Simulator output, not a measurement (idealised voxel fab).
Process module under the name voxel self aligned vias
Each square cell in cross-section cut measures 5 nm, and the section as a whole is 220 nm wide.
The cross-sections in this document take the form of a grid made of square cells. They are written out as bands, in order from top to bottom. Each band consists of one or more rows of cells. Top height, bottom height, nm. Materials left to right, width each, nm. Single material + "full width" = fills band edge to edge. "blank" = empty. Ref level 0: as-received wafer is one material below here. Bottom band extends down with no lower bound ("0 -> down"). The expression "30->40" gives the width at the extremes of the band, the first number at its top row of cells and the second at its bottom row, with the width changing by equal amounts from each row to the next in between. Where the words "remained unchanged" appear for a step, the cross-section shows no cell changed by that step; every cell remained as before. Closed-off voids of 8+ cells (no open route to the top) go in "Enclosed void listing", written width x height at distance from the left edge, in nm. Whatever follows a step's settings on its line is a remark the simulator itself makes about that step. The "overlay nm" setting may appear on a step's line; for a step that uses a mask, it gives how far to the right of its planned position the mask lay, and a negative value indicates the left.
-- The following list gives the planned process steps
1: RECEIVE [material Si]
2: CONFORMAL_DEP [material SiO2] [thk nm 10]
3: CONFORMAL_DEP [material SiCN] [thk nm 5]
4: DIRECTIONAL_DEP [material lowk] [thk nm 25]
5: PATTERN [tone open] [mask id LINES] [material resist] [width nm 20] [pitch nm 65] [thk nm 15] [overlay nm 0]
6: DIRECTIONAL_ETCH [etch materials lowk] [depth nm 25]
7: STRIP [etch materials resist]
8: CONFORMAL_DEP [material TiN] [thk nm 5]
9: FILL_DEP [material Ru] [thk nm 10]
10: CMP [height nm 40]
11: SELECTIVE_ETCH [etch materials W Ru TiN] [depth nm 10]
12: FILL_DEP [material SiN] [thk nm 10]
13: CMP [height nm 40]
14: DIRECTIONAL_DEP [material lowk] [thk nm 20]
15: DIRECTIONAL_DEP [material aC] [thk nm 10]
16: PATTERN [tone open] [mask id VIAS] [material resist] [width nm 40] [thk nm 25] [overlay nm 0]
17: DIRECTIONAL_ETCH [etch materials aC] [depth nm 10]
18: STRIP [etch materials resist]
19: DIRECTIONAL_ETCH [etch materials lowk] [depth nm 20]
20: DIRECTIONAL_ETCH [etch materials SiN] [depth nm 10]
21: STRIP [etch materials aC]
22: CONFORMAL_DEP [material TiN] [thk nm 5]
23: FILL_DEP [material W] [thk nm 5]
24: CMP [height nm 60]
25: CONFORMAL_DEP [material SiCN] [thk nm 5]
-- Incoming wafer, cross-sectional view, post step 1
* 0 -> down = Si full width
* Enclosed void listing: none
-- The module was run from the start shown above using the plan shown above, but one mistake was made doing it; the resulting wafer cross-section is below
* 65 -> 60 = SiCN full width
* 60 -> 45 = lowk (50) | TiN (5) | W (40) | TiN (5) | lowk (120)
* 45 -> 40 = lowk (50) | TiN (20) | W (10) | TiN (20) | lowk (120)
* 40 -> 35 = lowk (65) | TiN (5) | W (10) | TiN (5) | lowk (45) | SiN (20) | lowk (70)
* 35 -> 30 = lowk (65) | TiN (20) | lowk (45) | SiN (20) | lowk (70)
* 30 -> 20 = lowk (65) | TiN (5) | Ru (10) | TiN (5) | lowk (45) | TiN (5) | Ru (10) | TiN (5) | lowk (70)
* 20 -> 15 = lowk (65) | TiN (20) | lowk (45) | TiN (20) | lowk (70)
* 15 -> 10 = SiCN full width
* 10 -> 0 = SiO2 full width
* 0 -> down = Si full width
* Enclosed void listing: none
The plan and the run diverged here: in deviation from the planned setting, step 16 was conducted as PATTERN [tone open] [mask id VIAS] [material resist] [width nm 50] [thk nm 25] [overlay nm 0]
